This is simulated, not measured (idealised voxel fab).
Title: Process Module voxel quadruple lines
Section cut is 245 nm wide and gridded with 5 nm square cells.
How to read a cross-section here: the picture is a grid of square cells, written as bands going from the top down, and any band can span one or more rows of cells.
Per band: top height and bottom height in nm, followed by the left-to-right materials and their widths in nm; "edge to edge" marks a single material spanning edge to edge, "blank" marks empty space.
A quick word on heights: they are counted from 0, and under that level the wafer as it came to us is one material throughout. The lowest band is different from the rest in having no bottom; it simply continues downward, written as in "top 0, no bottom".
The two numbers in a width such as "30->40" mark its ends across the band: the first belongs to the top row of cells, the second to the bottom row, and from each row to the next the width moves by the same amount.
A step reported as "no modification" is a step in which no cell of the cross-section changed.
"Unvented internal voids": sealed empty spaces, 8 cells or more, no open way to top, listed width x height at distance, with distance from the left edge and width, height and distance in nm.
If you see something after the settings on a step's line, that's the simulator's own remark about that step.
The "overlay nm" setting may appear on a step's line; for a step that uses a mask, it gives how far to the right of its planned position the mask lay, and a negative value indicates the left.
## Here's what the planned process steps look like
1. RECEIVE (material Si)
2. CONFORMAL_DEP (material Al2O3; thk nm 10)
3. DIRECTIONAL_DEP (material TiN; thk nm 10)
4. DIRECTIONAL_DEP (material polySi; thk nm 15)
5. DIRECTIONAL_DEP (material aC; thk nm 25)
6. PATTERN (tone cover; mask id MANDREL; material resist; width nm 25; pitch nm 80; thk nm 35; overlay nm 0)
7. DIRECTIONAL_ETCH (etch materials aC; depth nm 25)
8. STRIP (etch materials resist)
9. CONFORMAL_DEP (material SiO2; thk nm 15)
10. DIRECTIONAL_ETCH (etch materials SiO2; depth nm 15)
11. STRIP (etch materials aC)
12. DIRECTIONAL_ETCH (etch materials polySi; depth nm 15)
13. STRIP (etch materials SiO2)
14. CONFORMAL_DEP (material SiN; thk nm 5)
15. DIRECTIONAL_ETCH (etch materials SiN; depth nm 5)
16. STRIP (etch materials polySi)
17. DIRECTIONAL_ETCH (etch materials TiN; depth nm 10)
18. STRIP (etch materials SiN)
## The following pertains to the first of two wafers, which was processed as planned
## Cross-section, incoming material, after step 1
* top 0, no bottom | Si edge to edge
* Unvented internal voids: none
## You're looking at a cross-section of the wafer after step 2
* top 10, bottom 0 | Al2O3 edge to edge
* Lower than 0, everything is as it was.
## You're looking at a cross-section of the wafer after step 3
* top 20, bottom 10 | TiN edge to edge
* Lower than 10, everything is as it was.
## You're looking at a cross-section of the wafer after step 4
* top 35, bottom 20 | polySi edge to edge
* Lower than 20, everything is as it was.
## You're looking at a cross-section of the wafer after step 5
* top 60, bottom 35 | aC edge to edge
* Lower than 35, everything is as it was.
## You're looking at a cross-section of the wafer after step 6
* top 95, bottom 60 | 70 blank  25 resist  55 blank  25 resist  70 blank
* Lower than 60, everything is as it was.
## You're looking at a cross-section of the wafer after step 7
* top 70, bottom 60 | 70 blank  25 resist  55 blank  25 resist  70 blank
* top 60, bottom 35 | 70 blank  25 aC  55 blank  25 aC  70 blank
* Lower than 35, everything is as it was.
## You're looking at a cross-section of the wafer after step 8
* top 60, bottom 35 | 70 blank  25 aC  55 blank  25 aC  70 blank
* Lower than 35, everything is as it was.
## You're looking at a cross-section of the wafer after step 9
* top 75, bottom 60 | 55 blank  55 SiO2  25 blank  55 SiO2  55 blank
* top 60, bottom 50 | 55 blank  15 SiO2  25 aC  15 SiO2  25 blank  15 SiO2  25 aC  15 SiO2  55 blank
* top 50, bottom 35 | 70 SiO2  25 aC  55 SiO2  25 aC  70 SiO2
* Lower than 35, everything is as it was.
## You're looking at a cross-section of the wafer after step 10
* top 60, bottom 35 | 55 blank  15 SiO2  25 aC  15 SiO2  25 blank  15 SiO2  25 aC  15 SiO2  55 blank
* Lower than 35, everything is as it was.
## You're looking at a cross-section of the wafer after step 11
* top 60, bottom 35 | 55 blank  15 SiO2  25 blank  15 SiO2  25 blank  15 SiO2  25 blank  15 SiO2  55 blank
* Lower than 35, everything is as it was.
## You're looking at a cross-section of the wafer after step 12
* top 60, bottom 35 | 55 blank  15 SiO2  25 blank  15 SiO2  25 blank  15 SiO2  25 blank  15 SiO2  55 blank
* top 35, bottom 20 | 55 blank  15 polySi  25 blank  15 polySi  25 blank  15 polySi  25 blank  15 polySi  55 blank
* Lower than 20, everything is as it was.
## You're looking at a cross-section of the wafer after step 13
* top 35, bottom 20 | 55 blank  15 polySi  25 blank  15 polySi  25 blank  15 polySi  25 blank  15 polySi  55 blank
* Lower than 20, everything is as it was.
## You're looking at a cross-section of the wafer after step 14
* top 40, bottom 35 | 50 blank  25 SiN  15 blank  25 SiN  15 blank  25 SiN  15 blank  25 SiN  50 blank
* top 35, bottom 25 | 50 blank  5 SiN  15 polySi  5 SiN  15 blank  5 SiN  15 polySi  5 SiN  15 blank  5 SiN  15 polySi  5 SiN  15 blank  5 SiN  15 polySi  5 SiN  50 blank
* top 25, bottom 20 | 55 SiN  15 polySi  25 SiN  15 polySi  25 SiN  15 polySi  25 SiN  15 polySi  55 SiN
* Lower than 20, everything is as it was.
## You're looking at a cross-section of the wafer after step 15
* top 35, bottom 20 | 50 blank  5 SiN  15 polySi  5 SiN  15 blank  5 SiN  15 polySi  5 SiN  15 blank  5 SiN  15 polySi  5 SiN  15 blank  5 SiN  15 polySi  5 SiN  50 blank
* Lower than 20, everything is as it was.
## You're looking at a cross-section of the wafer after step 16
* top 35, bottom 20 | 50 blank  5 SiN  15 blank  5 SiN  15 blank  5 SiN  15 blank  5 SiN  15 blank  5 SiN  15 blank  5 SiN  15 blank  5 SiN  15 blank  5 SiN  50 blank
* Lower than 20, everything is as it was.
## You're looking at a cross-section of the wafer after step 17
* top 35, bottom 20 | 50 blank  5 SiN  15 blank  5 SiN  15 blank  5 SiN  15 blank  5 SiN  15 blank  5 SiN  15 blank  5 SiN  15 blank  5 SiN  15 blank  5 SiN  50 blank
* top 20, bottom 10 | 50 blank  5 TiN  15 blank  5 TiN  15 blank  5 TiN  15 blank  5 TiN  15 blank  5 TiN  15 blank  5 TiN  15 blank  5 TiN  15 blank  5 TiN  50 blank
* Lower than 10, everything is as it was.
## You're looking at a cross-section of the wafer after step 18
* top 20, bottom 10 | 50 blank  5 TiN  15 blank  5 TiN  15 blank  5 TiN  15 blank  5 TiN  15 blank  5 TiN  15 blank  5 TiN  15 blank  5 TiN  15 blank  5 TiN  50 blank
* Lower than 10, everything is as it was.
## second wafer: like start, like plan, one mistake. Through step 2 it matches the first wafer
## Second wafer at the planned finish of step 3, seen in cross-section
* top 25, bottom 10 | polySi edge to edge
* Lower than 10, everything is as it was.
## Second wafer at the planned finish of step 4, seen in cross-section
* top 35, bottom 25 | TiN edge to edge
* Lower than 25, everything is as it was.
## Second wafer at the planned finish of step 5, seen in cross-section
* top 60, bottom 35 | aC edge to edge
* Lower than 35, everything is as it was.
## Second wafer at the planned finish of step 6, seen in cross-section
* top 95, bottom 60 | 70 blank  25 resist  55 blank  25 resist  70 blank
* Lower than 60, everything is as it was.
## Second wafer at the planned finish of step 7, seen in cross-section
* top 70, bottom 60 | 70 blank  25 resist  55 blank  25 resist  70 blank
* top 60, bottom 35 | 70 blank  25 aC  55 blank  25 aC  70 blank
* Lower than 35, everything is as it was.
## Second wafer at the planned finish of step 8, seen in cross-section
* top 60, bottom 35 | 70 blank  25 aC  55 blank  25 aC  70 blank
* Lower than 35, everything is as it was.
## Second wafer at the planned finish of step 9, seen in cross-section
* top 75, bottom 60 | 55 blank  55 SiO2  25 blank  55 SiO2  55 blank
* top 60, bottom 50 | 55 blank  15 SiO2  25 aC  15 SiO2  25 blank  15 SiO2  25 aC  15 SiO2  55 blank
* top 50, bottom 35 | 70 SiO2  25 aC  55 SiO2  25 aC  70 SiO2
* Lower than 35, everything is as it was.
## Second wafer at the planned finish of step 10, seen in cross-section
* top 60, bottom 35 | 55 blank  15 SiO2  25 aC  15 SiO2  25 blank  15 SiO2  25 aC  15 SiO2  55 blank
* Lower than 35, everything is as it was.
## Second wafer at the planned finish of step 11, seen in cross-section
* top 60, bottom 35 | 55 blank  15 SiO2  25 blank  15 SiO2  25 blank  15 SiO2  25 blank  15 SiO2  55 blank
* Lower than 35, everything is as it was.
Second wafer at the planned finish of step 12, seen in cross-section: no modification
## Second wafer at the planned finish of step 13, seen in cross-section
* top 35, bottom 25 | TiN edge to edge
* Lower than 25, everything is as it was.
## Second wafer at the planned finish of step 14, seen in cross-section
* top 40, bottom 35 | SiN edge to edge
* Lower than 35, everything is as it was.
## Second wafer at the planned finish of step 15, seen in cross-section
* top 35, bottom 25 | TiN edge to edge
* Lower than 25, everything is as it was.
Second wafer at the planned finish of step 16, seen in cross-section: no modification
## Second wafer at the planned finish of step 17, seen in cross-section
* top 25, bottom 10 | polySi edge to edge
* Lower than 10, everything is as it was.
Second wafer at the planned finish of step 18, seen in cross-section: no modification
Deviation from plan: steps 3 and 4 swapped
At the finish, the second wafer shows more or fewer cells for some materials than the first does: -16 TiN, +147 polySi
